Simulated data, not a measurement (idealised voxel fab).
process module | voxel quadruple lines
cross-section cut | 290 nm wide | cells 5 nm
A cross-section is a grid of square cells, given in bands from the top down. A band is one or more rows of cells.
Each band's line starts with the height of the band's top and of its bottom, in nm. Then come its materials from left to right, each with its width in nm. One material with "throughout" fills the band from edge to edge. "air" is empty space.
Height 0 is the level under which the wafer as received is all one material. The lowest band goes on downwards, as in "0 down".
A width such as "30 to 40" changes by the same amount from each row of cells to the next, from the band's top row to its bottom row.
"no change" after a step means that no cell of the cross-section changed.
closed voids: empty space of 8 cells or more with no open way to the top, each as width x height at its distance from the left edge, in nm
after a step's settings: what the simulator itself notes on the step
overlay nm, on a step with a mask: how far to the right of its planned place the mask lay; to the left if negative
plan
1 op RECEIVE | material Si
2 op CONFORMAL_DEP | material SiO2 | thk nm 10
3 op DIRECTIONAL_DEP | material W | thk nm 10
4 op DIRECTIONAL_DEP | material polySi | thk nm 15
5 op DIRECTIONAL_DEP | material aC | thk nm 25
6 op PATTERN | tone cover | mask id MANDREL | material resist | width nm 30 | thk nm 30 | overlay nm 0
7 op DIRECTIONAL_ETCH | etch materials aC | depth nm 25
8 op STRIP | etch materials resist
9 op CONFORMAL_DEP | material SiO2 | thk nm 10
10 op DIRECTIONAL_ETCH | etch materials SiO2 | depth nm 10
11 op STRIP | etch materials aC
12 op DIRECTIONAL_ETCH | etch materials polySi | depth nm 15
13 op STRIP | etch materials SiO2
14 op CONFORMAL_DEP | material SiCN | thk nm 10
15 op DIRECTIONAL_ETCH | etch materials SiCN | depth nm 10
16 op STRIP | etch materials polySi
17 op DIRECTIONAL_ETCH | etch materials W | depth nm 10
18 op STRIP | etch materials SiCN
as received, after step 1
  0 down: Si throughout
  closed voids: none
a wafer at the end: this start, this plan, one mistake
  20 to 10: air 120 | W 10 | air 10 | W 10 | air 10 | W 10 | air 10 | W 10 | air 100
  10 to 0: SiO2 throughout
  0 down: Si throughout
  closed voids: none
what went wrong: step 6 ran as: op PATTERN | tone cover | mask id MANDREL | material resist | width nm 30 | thk nm 30 | overlay nm 10
